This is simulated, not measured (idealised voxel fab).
The name of this process module is voxel tone inversion.
Pictured: cross-section cut, 150 nm wide, on a grid of 5 nm square cells.
In this document a cross-section is written as a grid of square cells. It is given as a series of bands, listed from the top down, and a band is one or more rows of cells. The band entry comprises the height of the band's top followed by the height of its bottom, expressed in nm, and subsequently the band's materials from left to right, each stated together with its width in nm. Where a single material is marked with the word "full width", that material fills the band from edge to edge. The word "air" represents empty space. Heights are measured from 0, the level below which the as-received wafer is all one material; the lowest band has no bottom and continues downward, written as in "z 0 and below". So if you see something like "30 to 40" for the width, read it as the top row of the band sitting at the first number and the bottom row at the second, with every row in between moving by the same amount as the last. The designation "stayed the same", where it is given for a processing step, indicates that no cell of the cross-section was altered in the course of that step. If an empty space has no open way to the top and is at least 8 cells in size, "closed voids" lists it, written width x height at distance, where distance is measured from the left edge and every value is in nm. That trailing text on a step's line, after the settings, is the simulator's own remark on the step. overlay nm, on a step with a mask: how far to the right of its planned place the mask lay; to the left if negative.

## Process steps foreseen in the plan
1. RECEIVE | material Si
2. CONFORMAL_DEP | material SiN | thk nm 10
3. DIRECTIONAL_DEP | material aC | thk nm 25
4. PATTERN | tone cover | mask id POSTS | material resist | width nm 15 | pitch nm 45 | thk nm 30 | overlay nm 0
5. DIRECTIONAL_ETCH | etch materials aC | depth nm 25
6. STRIP | etch materials resist
7. FILL_DEP | material SiO2 | thk nm 5
8. CMP | height nm 35
9. STRIP | etch materials aC
10. CONFORMAL_DEP | material TiN | thk nm 5
11. FILL_DEP | material W | thk nm 5
12. CMP | height nm 35
13. CONFORMAL_DEP | material SiCN | thk nm 5

## As-received state of the wafer in cross-section, equivalent to post-step 1
z 0 and below = Si full width
closed voids: none

## Final wafer profile in cross-section after the module, from the same start and plan as above, with one mistake made during processing
z 40 to 35 = SiCN full width
z 35 to 30 = 25 nm TiN | 5 nm W | 40 nm TiN | 5 nm W | 40 nm TiN | 5 nm W | 30 nm TiN
z 30 to 15 = 20 nm SiO2 | 5 nm TiN | 5 nm W | 5 nm TiN | 30 nm SiO2 | 5 nm TiN | 5 nm W | 5 nm TiN | 30 nm SiO2 | 5 nm TiN | 5 nm W | 5 nm TiN | 25 nm SiO2
z 15 to 10 = 20 nm SiO2 | 15 nm TiN | 30 nm SiO2 | 15 nm TiN | 30 nm SiO2 | 15 nm TiN | 25 nm SiO2
z 10 to 0 = SiN full width
z 0 and below = Si full width
closed voids: none
The plan and the run diverged here: the process deviated at step 8: the operation and settings actually run there were CMP | height nm 30
